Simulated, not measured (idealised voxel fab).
Process module in this document: voxel self aligned contacts
This is section cut - it's 145 nm across, gridded in 5 nm square cells.
A cross-section is a grid of square cells, given in bands from the top down. A band is one or more rows of cells. Within each band entry, the heights of the top and of the bottom of the band appear first, in that order and in nm; the materials of the band then follow from left to right, each with its corresponding width in nm. The designation "all across" on a single material indicates that it fills the band from edge to edge; the designation "empty" indicates empty space. Heights are reckoned from 0. Under this level, the received wafer is all of one material. The bottommost band is open-ended downward, for example "0 down". Per-row width for "30 to 40": begins at first number (top row of band), ends at second number (bottom row), increment between rows held constant. Reading "remains unaltered" for a step: not a cell of the cross-section changed in it. "Enclosed void list": empty spaces of 8 cells or more with no open way to the top, each given as width x height at distance, distance from the left edge, all in nm. If you see something after the settings on a step's line, that's the simulator's own remark about that step. overlay nm, on a step with a mask: how far to the right of its planned place the mask lay; to the left if negative.

The steps planned for the process are as follows:
- 1: RECEIVE with material Si
- 2: OXIDIZE with depth nm 5
- 3: DIRECTIONAL_DEP with material polySi, thk nm 30
- 4: DIRECTIONAL_DEP with material SiN, thk nm 20
- 5: PATTERN with tone cover, mask id GATE, material resist, width nm 30, pitch nm 75, thk nm 15, overlay nm 0
- 6: DIRECTIONAL_ETCH with etch materials SiN, depth nm 20
- 7: DIRECTIONAL_ETCH with etch materials polySi, depth nm 30
- 8: STRIP with etch materials resist
- 9: CONFORMAL_DEP with material SiN, thk nm 10
- 10: DIRECTIONAL_ETCH with etch materials SiN, depth nm 10
- 11: FILL_DEP with material SiO2, thk nm 15
- 12: CMP with height nm 55
- 13: MASKED_ETCH with tone open, mask id CONTACT, width nm 55, etch materials SiO2, depth nm 60, overlay nm 0
- 14: CONFORMAL_DEP with material TiN, thk nm 5
- 15: FILL_DEP with material Ru, thk nm 10
- 16: CMP with height nm 55
- 17: CONFORMAL_DEP with material SiN, thk nm 5

as received, after step 1:
> 0 down | Si all across
> Enclosed void list: none

The following cross-section depicts the wafer upon conclusion of the module. Processing commenced from the starting condition illustrated above and adhered to the plan illustrated above, save for one mistake in execution:
> 60 to 55 | SiN all across
> 55 to 50 | 45 of SiO2, 20 of TiN, 15 of Ru, 20 of TiN, 45 of SiO2
> 50 to 30 | 10 of SiO2, 50 of SiN, 5 of TiN, 15 of Ru, 5 of TiN, 50 of SiN, 10 of SiO2
> 30 to 15 | 10 of SiO2, 10 of SiN, 30 of polySi, 10 of SiN, 5 of TiN, 15 of Ru, 5 of TiN, 10 of SiN, 30 of polySi, 10 of SiN, 10 of SiO2
> 15 to 10 | 10 of SiO2, 10 of SiN, 30 of polySi, 10 of SiN, 25 of TiN, 10 of SiN, 30 of polySi, 10 of SiN, 10 of SiO2
> 10 to 0 | 20 of SiN, 30 of polySi, 45 of SiN, 30 of polySi, 20 of SiN
> 0 to -5 | SiO2 all across
> -5 down | Si all across
> Enclosed void list: none
So what did we get wrong on this run? ran 9 and 10 in swapped order versus the plan
